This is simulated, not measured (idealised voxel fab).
This section sets out a process module, namely voxel capacitor over wiring.
Pictured: cross-section cut, 140 nm wide, on a grid of 5 nm square cells.
For the purposes of this document, a cross-section shall be understood as a grid of square cells, specified as bands listed in top-to-bottom order, each band consisting of one or more rows of cells. It is stipulated that each band's entry specify, in nanometres, the height of the top of the band and then that of its bottom, followed by the materials of the band in left-to-right sequence, each together with its width in nanometres. A single material marked by the word "everywhere" is understood to fill the band from edge to edge; the word "blank" is understood to denote empty space. Height is counted from the level 0, under which the received wafer is composed throughout of one material. The lowest of the bands is not closed at the bottom but continues downward, in the notation "0 and below". The two numbers in a width such as "30..40" mark its ends across the band: the first belongs to the top row of cells, the second to the bottom row, and from each row to the next the width moves by the same amount. Take "remained the same" at face value: in the step it is given for, the cross-section changed in none of its cells. In "Completely sealed voids" the enclosed voids are listed, meaning empty spaces of 8 cells or larger without any opening to the top. The form is width x height at distance, distance from the left edge, units nm. Post-settings text on a step line: simulator's own remark regarding the step. Each step line may optionally specify "overlay nm", which for a step with a mask gives the rightward distance between the mask's planned place and where it lay, a negative value indicating the leftward direction.

-- So here's the lineup of process steps we planned
| 1 | op RECEIVE | material Si |
| 2 | op CONFORMAL_DEP | material SiO2 | thk nm 10 |
| 3 | op CONFORMAL_DEP | material SiN | thk nm 5 |
| 4 | op DIRECTIONAL_DEP | material lowk | thk nm 20 |
| 5 | op MASKED_ETCH | tone open | mask id METAL_1 | width nm 20 | pitch nm 85 | etch materials lowk | depth nm 20 | overlay nm 0 |
| 6 | op MASKED_ETCH | tone open | mask id METAL_1 | width nm 15 | pitch nm 85 | etch materials SiN | depth nm 5 | overlay nm 0 |
| 7 | op CONFORMAL_DEP | material TiN | thk nm 5 |
| 8 | op FILL_DEP | material Ru | thk nm 10 |
| 9 | op CMP | height nm 35 |
| 10 | op CONFORMAL_DEP | material SiCN | thk nm 5 |
| 11 | op DIRECTIONAL_DEP | material SiO2 | thk nm 10 |
| 12 | op MASKED_ETCH | tone open | mask id PLUG_1 | width nm 15 | etch materials SiO2 | depth nm 10 | overlay nm 0 |
| 13 | op MASKED_ETCH | tone open | mask id PLUG_1 | width nm 15 | etch materials SiCN | depth nm 5 | overlay nm 0 |
| 14 | op EPI | material Ru | thk nm 10 |
| 15 | op EPI | material Ru | thk nm 5 |
| 16 | op DIRECTIONAL_DEP | material TiN | thk nm 5 |
| 17 | op DIRECTIONAL_DEP | material SiN | thk nm 5 |
| 18 | op DIRECTIONAL_DEP | material TiN | thk nm 10 |
| 19 | op DIRECTIONAL_DEP | material aC | thk nm 10 |
| 20 | op PATTERN | tone cover | mask id UPPER_PLATE | material resist | width nm 70 | thk nm 30 | overlay nm 0 |
| 21 | op DIRECTIONAL_ETCH | etch materials aC | depth nm 10 |
| 22 | op STRIP | etch materials resist |
| 23 | op DIRECTIONAL_ETCH | etch materials TiN | depth nm 10 |
| 24 | op DIRECTIONAL_ETCH | etch materials SiN | depth nm 5 |
| 25 | op STRIP | etch materials aC |
| 26 | op DIRECTIONAL_DEP | material aC | thk nm 15 |
| 27 | op PATTERN | tone cover | mask id LOWER_PLATE | material resist | width nm 80 | thk nm 35 | overlay nm 0 |
| 28 | op DIRECTIONAL_ETCH | etch materials aC | depth nm 15 |
| 29 | op STRIP | etch materials resist |
| 30 | op DIRECTIONAL_ETCH | etch materials TiN | depth nm 5 |
| 31 | op STRIP | etch materials aC |
| 32 | op FILL_DEP | material SiO2 | thk nm 15 |
| 33 | op CMP | height nm 80 |
| 34 | op PATTERN | tone open | mask id PLUG_2 | material resist | width nm 15 | thk nm 15 | overlay nm 0 |
| 35 | op DIRECTIONAL_ETCH | etch materials SiO2 | depth nm 10 |
| 36 | op STRIP | etch materials resist |
| 37 | op CONFORMAL_DEP | material TiN | thk nm 5 |
| 38 | op FILL_DEP | material Cu | thk nm 10 |
| 39 | op CMP | height nm 80 |
| 40 | op CONFORMAL_DEP | material SiN | thk nm 5 |
Split variable: width nm, step 6. Plan value = first wafer. Wafers start alike.

-- Incoming state of the first of several wafers in cross-section: after step 1
    0 and below | Si everywhere
    Completely sealed voids: none

-- first wafer at the end, after step 40
    85 down to 80 | SiN everywhere
    80 down to 75 | SiO2 30 nm; TiN 5 nm; Cu 5 nm; TiN 5 nm; SiO2 95 nm
    75 down to 70 | SiO2 30 nm; TiN 15 nm; SiO2 95 nm
    70 down to 60 | SiO2 20 nm; TiN 70 nm; SiO2 50 nm
    60 down to 55 | SiO2 20 nm; SiN 70 nm; SiO2 50 nm
    55 down to 50 | SiO2 15 nm; TiN 80 nm; SiO2 45 nm
    50 down to 40 | SiO2 20 nm; Ru 15 nm; SiO2 105 nm
    40 down to 35 | SiCN 20 nm; Ru 15 nm; SiCN 105 nm
    35 down to 20 | lowk 15 nm; TiN 5 nm; Ru 10 nm; TiN 5 nm; lowk 65 nm; TiN 5 nm; Ru 10 nm; TiN 5 nm; lowk 20 nm
    20 down to 15 | lowk 15 nm; TiN 10 nm; Ru 5 nm; TiN 5 nm; lowk 65 nm; TiN 10 nm; Ru 5 nm; TiN 5 nm; lowk 20 nm
    15 down to 10 | SiN 20 nm; TiN 15 nm; SiN 70 nm; TiN 15 nm; SiN 20 nm
    10 down to 0 | SiO2 everywhere
    0 and below | Si everywhere
    Completely sealed voids: none

-- The last wafer as seen in cross-section at the end of the module
    85 down to 80 | SiN everywhere
    80 down to 75 | SiO2 30 nm; TiN 5 nm; Cu 5 nm; TiN 5 nm; SiO2 95 nm
    75 down to 70 | SiO2 30 nm; TiN 15 nm; SiO2 95 nm
    70 down to 60 | SiO2 20 nm; TiN 70 nm; SiO2 50 nm
    60 down to 55 | SiO2 20 nm; SiN 70 nm; SiO2 50 nm
    55 down to 50 | SiO2 15 nm; TiN 80 nm; SiO2 45 nm
    50 down to 40 | SiO2 20 nm; Ru 15 nm; SiO2 105 nm
    40 down to 35 | SiCN 20 nm; Ru 15 nm; SiCN 105 nm
    35 down to 15 | lowk 15 nm; TiN 5 nm; Ru 10 nm; TiN 5 nm; lowk 65 nm; TiN 5 nm; Ru 10 nm; TiN 5 nm; lowk 20 nm
    15 down to 10 | SiN 15 nm; TiN 20 nm; SiN 65 nm; TiN 20 nm; SiN 20 nm
    10 down to 0 | SiO2 everywhere
    0 and below | Si everywhere
    Completely sealed voids: none

-- Note: the following table is arranged by wafer, a row apiece. Each row reports the end-of-module state: per material, cells gained (+) or cells lost (-) compared with the wafer as received; closed voids follow
width nm 15, +1 Cu, +23 Ru, +25 SiCN, +64 SiN, +210 SiO2, +73 TiN, +80 lowk, Completely sealed voids: none
width nm 20, +1 Cu, +25 Ru, +25 SiCN, +62 SiN, +210 SiO2, +73 TiN, +80 lowk, Completely sealed voids: none
width nm 25, +1 Cu, +25 Ru, +25 SiCN, +62 SiN, +210 SiO2, +73 TiN, +80 lowk, Completely sealed voids: none
